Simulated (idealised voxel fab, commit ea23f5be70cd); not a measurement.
process module | voxel fin reveal
We display cut, a cross-section 255 nm in width whose square cells are each 5 nm.
Notation: cross-section as square-cell grid; stated in bands, top first, going down; one or more cell rows per band. Heads up on the band format: heights come first, top then bottom, in nm. After that it's the materials left to right, each with its width in nm. A single material flagged "throughout" fills the whole band edge to edge, and "air" means there's empty space there. A quick word on heights: they are counted from 0, and under that level the wafer as it came to us is one material throughout. The lowest band is different from the rest in having no bottom; it simply continues downward, written as in "0 -> down". You'd read "30..40" like this: the band's top row of cells is as wide as the first number, its bottom row is as wide as the second, and going down, every row changes width by the same amount as the row before did. Where a step carries "no modification", the cross-section came out of it unchanged, cell for cell. If an empty space has no open way to the top and is at least 8 cells in size, "Closed empty spaces" lists it, written width x height at distance, where distance is measured from the left edge and every value is in nm. The remark found on a step's line after its settings is issued by the simulator itself and pertains to that step. What "overlay nm" on a step's line means: if the step has a mask, that mask lay this far to the right of its planned place, or, when the value is negative, to the left.

# Planned step list for the process
1 RECEIVE,material Si
2 CONFORMAL_DEP,material SiN,thk nm 10
3 DIRECTIONAL_DEP,material aC,thk nm 15
4 PATTERN,tone cover,mask id FINS,material resist,width nm 15,pitch nm 35,thk nm 30,overlay nm -15
5 DIRECTIONAL_ETCH,etch materials aC,depth nm 15
6 STRIP,etch materials resist
7 DIRECTIONAL_ETCH,etch materials SiN,depth nm 10
8 DIRECTIONAL_ETCH,etch materials Si,depth nm 30
9 STRIP,etch materials aC
10 OXIDIZE,depth nm 5
11 FILL_DEP,material SiO2,thk nm 5
12 CMP,height nm 10
13 SELECTIVE_ETCH,etch materials SiO2,depth nm 30
14 STRIP,etch materials SiN
varied across the wafers: overlay nm of step 4. The plan shows the first wafer's value. All wafers start alike

# The first of several wafers in cross-section, exactly as it reached us after step 1
	0 -> down  Si throughout
	Closed empty spaces: none

# Quick key for the table: a row per wafer, taken at the end of the module. For each material it tells you how many cells the wafer gained (+) or lost (-) since it came in, and the closed voids come after
overlay nm -15; -343 Si; +147 SiO2; Closed empty spaces: none
overlay nm -10; -343 Si; +147 SiO2; Closed empty spaces: none
overlay nm -5; -343 Si; +147 SiO2; Closed empty spaces: none
overlay nm 0; -343 Si; +147 SiO2; Closed empty spaces: none
overlay nm 5; -343 Si; +147 SiO2; Closed empty spaces: none
overlay nm 10; -343 Si; +147 SiO2; Closed empty spaces: none
overlay nm 15; -343 Si; +147 SiO2; Closed empty spaces: none
